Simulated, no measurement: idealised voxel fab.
process module | voxel self aligned vias
cross-section cut | 250 nm wide | cells 5 nm
How to read a cross-section here: the picture is a grid of square cells, written as bands going from the top down, and any band can span one or more rows of cells.
The band entry comprises the height of the band's top followed by the height of its bottom, expressed in nm, and subsequently the band's materials from left to right, each stated together with its width in nm. Where a single material is marked with the word "all across", that material fills the band from edge to edge. The word "air" represents empty space.
Height datum 0, below which the as-received substrate wafer is one material. Lowest band open at the bottom, running downward: "0 down".
Per-row width for "30->40": begins at first number (top row of band), ends at second number (bottom row), increment between rows held constant.
When a step is marked "everything unchanged", none of the cells in the cross-section changed during that step.
The entry "Voids, fully enclosed" lists the empty spaces that cover at least 8 cells and have no open path to the top. Each is written as width x height at distance, where the distance is measured from the left edge and all three values are in nm.
It should be noted that, on the line of a given step, the content following the step's settings is a remark produced by the simulator itself with respect to that step.
Among the settings permitted on a step's line is "overlay nm"; applied to a step with a mask, it specifies the extent to which the mask lay to the right of its planned position, whereas a negative figure signifies a position to the left.

Intended process steps
1 RECEIVE | material Si
2 CONFORMAL_DEP | material SiO2 | thk nm 10
3 CONFORMAL_DEP | material SiCN | thk nm 5
4 DIRECTIONAL_DEP | material lowk | thk nm 25
5 PATTERN | tone open | mask id LINES | material resist | width nm 30 | pitch nm 65 | thk nm 15 | overlay nm 0
6 DIRECTIONAL_ETCH | etch materials lowk | depth nm 25
7 STRIP | etch materials resist
8 CONFORMAL_DEP | material TiN | thk nm 5
9 FILL_DEP | material Ru | thk nm 10
10 CMP | height nm 40
11 SELECTIVE_ETCH | etch materials W Ru TiN | depth nm 10
12 FILL_DEP | material SiN | thk nm 10
13 CMP | height nm 40
14 DIRECTIONAL_DEP | material lowk | thk nm 15
15 PATTERN | tone open | mask id VIAS | material resist | width nm 50 | pitch nm 65 | thk nm 20 | overlay nm 0
16 DIRECTIONAL_ETCH | etch materials lowk | depth nm 15
17 DIRECTIONAL_ETCH | etch materials SiN | depth nm 10
18 STRIP | etch materials resist
19 CONFORMAL_DEP | material TiN | thk nm 5
20 FILL_DEP | material W | thk nm 5
21 CMP | height nm 55
22 CONFORMAL_DEP | material SiN | thk nm 5

Step 1 complete: cross-section of the wafer as received
    0 down: Si all across
    Voids, fully enclosed: none

Cross-sectional view of the first of the two wafers upon completion of the module, processed in accordance with the plan
    60 to 55: SiN all across
    55 to 45: 35 lowk  5 TiN  40 W  5 TiN  15 lowk  5 TiN  40 W  5 TiN  15 lowk  5 TiN  40 W  5 TiN  35 lowk
    45 to 35: 35->45 lowk  15->5 TiN  20 W  15->5 TiN  15->35 lowk  15->5 TiN  20 W  15->5 TiN  15->35 lowk  15->5 TiN  20 W  15->5 TiN  35->45 lowk
    35 to 30: 45 lowk  30 TiN  35 lowk  30 TiN  35 lowk  30 TiN  45 lowk
    30 to 20: 45 lowk  5 TiN  20 Ru  5 TiN  35 lowk  5 TiN  20 Ru  5 TiN  35 lowk  5 TiN  20 Ru  5 TiN  45 lowk
    20 to 15: 45 lowk  30 TiN  35 lowk  30 TiN  35 lowk  30 TiN  45 lowk
    15 to 10: SiCN all across
    10 to 0: SiO2 all across
    0 down: Si all across
    Voids, fully enclosed: none

End-of-module cross-section of the second wafer: identical starting point and process plan to the first, with one processing mistake
    60 to 55: SiN all across
    55 to 45: 35 lowk  5 Ru  40 W  5 Ru  15 lowk  5 Ru  40 W  5 Ru  15 lowk  5 Ru  40 W  5 Ru  35 lowk
    45 to 35: 35->45 lowk  15->5 Ru  20 W  15->5 Ru  15->35 lowk  15->5 Ru  20 W  15->5 Ru  15->35 lowk  15->5 Ru  20 W  15->5 Ru  35->45 lowk
    35 to 30: 45 lowk  30 Ru  35 lowk  30 Ru  35 lowk  30 Ru  45 lowk
    30 to 20: 45 lowk  5 TiN  20 Ru  5 TiN  35 lowk  5 TiN  20 Ru  5 TiN  35 lowk  5 TiN  20 Ru  5 TiN  45 lowk
    20 to 15: 45 lowk  30 TiN  35 lowk  30 TiN  35 lowk  30 TiN  45 lowk
    15 to 10: SiCN all across
    10 to 0: SiO2 all across
    0 down: Si all across
    Voids, fully enclosed: none
Plan not followed: step 19 changed vs plan, executed as CONFORMAL_DEP | material Ru | thk nm 5
End of process, cell counts, second wafer against first, materials with more or fewer: Ru +54, TiN -54
